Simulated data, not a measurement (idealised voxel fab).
This section sets out a process module, namely voxel fin reveal.
Cross-section cut: width 195 nm, square cells of 5 nm.
In this document a cross-section is written as a grid of square cells. It is given as a series of bands, listed from the top down, and a band is one or more rows of cells.
Look at the band entry: it leads with the top's height and the bottom's height in nm. Then it lists the materials left to right, with a width in nm for each. The word "full width" on a single material says that material fills the band edge to edge. The word "empty" is empty space.
Counting heights begins at 0, where everything beneath is, in the wafer as received, one material. The lowest band has no bottom; it goes on downwards, as "0..down" shows.
A width given as "30..40" starts at the first number in the band's top row and ends at the second number in its bottom row, shifting by an equal amount at every step from row to row.
It should be understood that the words "no change occurred", when stated for a given step, signify that the cross-section underwent no change in any of its cells during that step.
"Sealed void list": sealed empty spaces, 8 cells or more, no open way to top, listed width x height at distance, with distance from the left edge and width, height and distance in nm.
Post-settings text on a step line: simulator's own remark regarding the step.
The setting "overlay nm" may be written on the line of a step. When the step uses a mask, the value reports how far to the right of the planned place the mask lay, and a negative value reports that it lay to the left.

Here's what the planned process steps look like:
1) RECEIVE,material Si
2) CONFORMAL_DEP,material SiN,thk nm 5
3) PATTERN,tone cover,mask id FINS,material resist,width nm 15,pitch nm 35,thk nm 20,overlay nm 0
4) DIRECTIONAL_ETCH,etch materials SiN,depth nm 5
5) DIRECTIONAL_ETCH,etch materials Si,depth nm 40
6) STRIP,etch materials resist
7) FILL_DEP,material SiO2,thk nm 10
8) CMP,height nm 5
9) SELECTIVE_ETCH,etch materials SiO2,depth nm 30
10) STRIP,etch materials SiN
11) CONFORMAL_DEP,material SiO2,thk nm 5

Run as planned: first of two wafers:

Received-state cross-section, reflecting completion of step 1:
0..down | Si full width
Sealed void list: none

Sectional view: wafer, after step 2:
5..0 | SiN full width
Nothing below the height 0 has changed.

Sectional view: wafer, after step 3:
25..5 | empty 70 nm; resist 15 nm; empty 20 nm; resist 15 nm; empty 75 nm
Nothing below the height 5 has changed.

Sectional view: wafer, after step 4:
25..5 | empty 70 nm; resist 15 nm; empty 20 nm; resist 15 nm; empty 75 nm
5..0 | empty 70 nm; SiN 15 nm; empty 20 nm; SiN 15 nm; empty 75 nm
Nothing below the height 0 has changed.

Sectional view: wafer, after step 5:
25..5 | empty 70 nm; resist 15 nm; empty 20 nm; resist 15 nm; empty 75 nm
5..0 | empty 70 nm; SiN 15 nm; empty 20 nm; SiN 15 nm; empty 75 nm
0..-40 | empty 70 nm; Si 15 nm; empty 20 nm; Si 15 nm; empty 75 nm
Nothing below the height -40 has changed.

Sectional view: wafer, after step 6:
5..0 | empty 70 nm; SiN 15 nm; empty 20 nm; SiN 15 nm; empty 75 nm
Nothing below the height 0 has changed.

Sectional view: wafer, after step 7:
15..5 | SiO2 full width
5..0 | SiO2 70 nm; SiN 15 nm; SiO2 20 nm; SiN 15 nm; SiO2 75 nm
0..-40 | SiO2 70 nm; Si 15 nm; SiO2 20 nm; Si 15 nm; SiO2 75 nm
Nothing below the height -40 has changed.

Sectional view: wafer, after step 8:
5..0 | SiO2 70 nm; SiN 15 nm; SiO2 20 nm; SiN 15 nm; SiO2 75 nm
Nothing below the height 0 has changed.

Sectional view: wafer, after step 9:
5..0 | empty 70 nm; SiN 15 nm; empty 20 nm; SiN 15 nm; empty 75 nm
0..-25 | empty 70 nm; Si 15 nm; empty 20 nm; Si 15 nm; empty 75 nm
Nothing below the height -25 has changed.

Sectional view: wafer, after step 10:
0..-25 | empty 70 nm; Si 15 nm; empty 20 nm; Si 15 nm; empty 75 nm
Nothing below the height -25 has changed.

Sectional view: wafer, after step 11:
5..0 | empty 65 nm; SiO2 25 nm; empty 10 nm; SiO2 25 nm; empty 70 nm
0..-20 | empty 65 nm; SiO2 5 nm; Si 15 nm; SiO2 5 nm; empty 10 nm; SiO2 5 nm; Si 15 nm; SiO2 5 nm; empty 70 nm
-20..-40 | SiO2 70 nm; Si 15 nm; SiO2 20 nm; Si 15 nm; SiO2 75 nm
Nothing below the height -40 has changed.

For the second wafer, take the first wafer's start and plan, then add one mistake made in running it; everything through step 10, that step included, is shared with the first:

Second wafer, cut view, end of step 11 per plan:
5..0 | empty 65 nm; SiN 25 nm; empty 10 nm; SiN 25 nm; empty 70 nm
0..-20 | empty 65 nm; SiN 5 nm; Si 15 nm; SiN 5 nm; empty 10 nm; SiN 5 nm; Si 15 nm; SiN 5 nm; empty 70 nm
-20..-25 | SiN 70 nm; Si 15 nm; SiN 20 nm; Si 15 nm; SiN 75 nm
Nothing below the height -25 has changed.
Against the plan, the run slipped here: step 11: run off-plan, actual operation and settings CONFORMAL_DEP,material SiN,thk nm 5
Count the cells at the end and the second wafer has more or fewer of some materials than the first: +59 SiN, -59 SiO2
